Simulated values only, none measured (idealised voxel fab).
process module | voxel transistor to metal
cross-section cut | 170 nm wide | cells 5 nm
A cross-section is a grid of square cells, given in bands from the top down. A band is one or more rows of cells.
Each band's line starts with the height of the band's top and of its bottom, in nm. Then come its materials from left to right, each with its width in nm. One material with "throughout" fills the band from edge to edge. "air" is empty space.
Height 0 is the level under which the wafer as received is all one material. The lowest band goes on downwards, as in "0 down".
A width such as "30 to 40" changes by the same amount from each row of cells to the next, from the band's top row to its bottom row.
"no change" after a step means that no cell of the cross-section changed.
closed voids: empty space of 8 cells or more with no open way to the top, each as width x height at its distance from the left edge, in nm
after a step's settings: what the simulator itself notes on the step
overlay nm, on a step with a mask: how far to the right of its planned place the mask lay; to the left if negative
plan
1 op RECEIVE | material Si
2 op CONFORMAL_DEP | material SiO2 | thk nm 5
3 op CONFORMAL_DEP | material SiN | thk nm 10
4 op DIRECTIONAL_DEP | material aC | thk nm 10
5 op PATTERN | tone cover | mask id ACTIVE | material resist | width nm 110 | thk nm 25 | overlay nm 0
6 op DIRECTIONAL_ETCH | etch materials aC | depth nm 10
7 op STRIP | etch materials resist
8 op DIRECTIONAL_ETCH | etch materials SiN | depth nm 10
9 op DIRECTIONAL_ETCH | etch materials SiO2 | depth nm 5
10 op DIRECTIONAL_ETCH | etch materials Si | depth nm 20
11 op STRIP | etch materials aC
12 op FILL_DEP | material SiO2 | thk nm 15
13 op CMP | height nm 15
14 op SELECTIVE_ETCH | etch materials SiO2 | depth nm 5
15 op STRIP | etch materials SiN
16 op SELECTIVE_ETCH | etch materials SiO2 | depth nm 5
17 op OXIDIZE | depth nm 5
18 op DIRECTIONAL_DEP | material polySi | thk nm 30
19 op DIRECTIONAL_DEP | material SiCN | thk nm 15
20 op MASKED_ETCH | tone cover | mask id GATE | width nm 30 | etch materials SiCN | depth nm 25 | overlay nm 0
21 op MASKED_ETCH | tone cover | mask id GATE | width nm 30 | etch materials polySi | depth nm 40 | overlay nm 0
22 op CONFORMAL_DEP | material SiN | thk nm 5
23 op DIRECTIONAL_ETCH | etch materials SiN | depth nm 5
24 op DIRECTIONAL_ETCH | etch materials SiO2 | depth nm 5
25 op DIRECTIONAL_ETCH | etch materials Si | depth nm 15
26 op EPI | material pSi | thk nm 15
27 op FILL_DEP | material SiO2 | thk nm 10
28 op CMP | height nm 30
29 op STRIP | etch materials polySi
30 op SELECTIVE_ETCH | etch materials SiO2 | depth nm 5
31 op CONFORMAL_DEP | material HfO2 | thk nm 5
32 op CONFORMAL_DEP | material TiN | thk nm 5
33 op FILL_DEP | material W | thk nm 5
34 op CMP | height nm 25
35 op DIRECTIONAL_DEP | material SiO2 | thk nm 10
36 op PATTERN | tone open | mask id CONTACT | material resist | width nm 15 | pitch nm 75 | thk nm 20 | overlay nm 0
37 op DIRECTIONAL_ETCH | etch materials SiO2 | depth nm 40
38 op STRIP | etch materials resist
39 op CONFORMAL_DEP | material TiN | thk nm 5
40 op FILL_DEP | material Ru | thk nm 10
41 op CMP | height nm 35
42 op DIRECTIONAL_DEP | material TiN | thk nm 5
43 op DIRECTIONAL_DEP | material W | thk nm 25
44 op DIRECTIONAL_DEP | material aC | thk nm 15
45 op PATTERN | tone cover | mask id METAL_1 | material resist | width nm 15 | pitch nm 75 | thk nm 30 | overlay nm 0
46 op DIRECTIONAL_ETCH | etch materials aC | depth nm 15
47 op STRIP | etch materials resist
48 op DIRECTIONAL_ETCH | etch materials W | depth nm 25
49 op DIRECTIONAL_ETCH | etch materials TiN | depth nm 5
50 op STRIP | etch materials aC
51 op CONFORMAL_DEP | material SiCN | thk nm 5
52 op FILL_DEP | material lowk | thk nm 10
53 op CMP | height nm 65
54 op CONFORMAL_DEP | material SiCN | thk nm 5
as received, after step 1
  0 down: Si throughout
  closed voids: none
a wafer at the end: this start, this plan, one mistake
  70 to 65: SiCN throughout
  65 to 40: W 40 | SiCN 5 | lowk 5 | SiCN 5 | W 60 | SiCN 5 | lowk 5 | SiCN 5 | W 40
  40 to 35: TiN 40 | SiCN 15 | TiN 60 | SiCN 15 | TiN 40
  35 to 25: SiO2 40 | TiN 5 | Ru 5 | TiN 5 | SiO2 60 | TiN 5 | Ru 5 | TiN 5 | SiO2 40
  25 to 15: SiO2 40 | TiN 5 | Ru 5 | TiN 5 | SiO2 10 | SiN 5 | HfO2 5 | TiN 5 | W 10 | TiN 5 | HfO2 5 | SiN 5 | SiO2 10 | TiN 5 | Ru 5 | TiN 5 | SiO2 40
  15 to 10: SiO2 40 | TiN 15 | SiO2 10 | SiN 5 | HfO2 5 | TiN 5 | W 10 | TiN 5 | HfO2 5 | SiN 5 | SiO2 10 | TiN 15 | SiO2 40
  10 to 5: SiO2 40 | TiN 10 | pSi 15 | SiN 5 | HfO2 5 | TiN 5 | W 10 | TiN 5 | HfO2 5 | SiN 5 | pSi 15 | TiN 10 | SiO2 40
  5 to 0: SiO2 25 | SiN 5 | SiO2 10 | TiN 10 | pSi 15 | SiN 5 | HfO2 5 | TiN 20 | HfO2 5 | SiN 5 | pSi 15 | TiN 10 | SiO2 10 | SiN 5 | SiO2 25
  0 to -5: SiO2 40 | TiN 10 | pSi 15 | HfO2 40 | pSi 15 | TiN 10 | SiO2 40
  -5 to -20: SiO2 30 | pSi 35 | Si 40 | pSi 35 | SiO2 30
  -20 down: Si throughout
  closed voids: none
what went wrong: step 45 ran as: op PATTERN | tone open | mask id METAL_1 | material resist | width nm 15 | pitch nm 75 | thk nm 30 | overlay nm 0
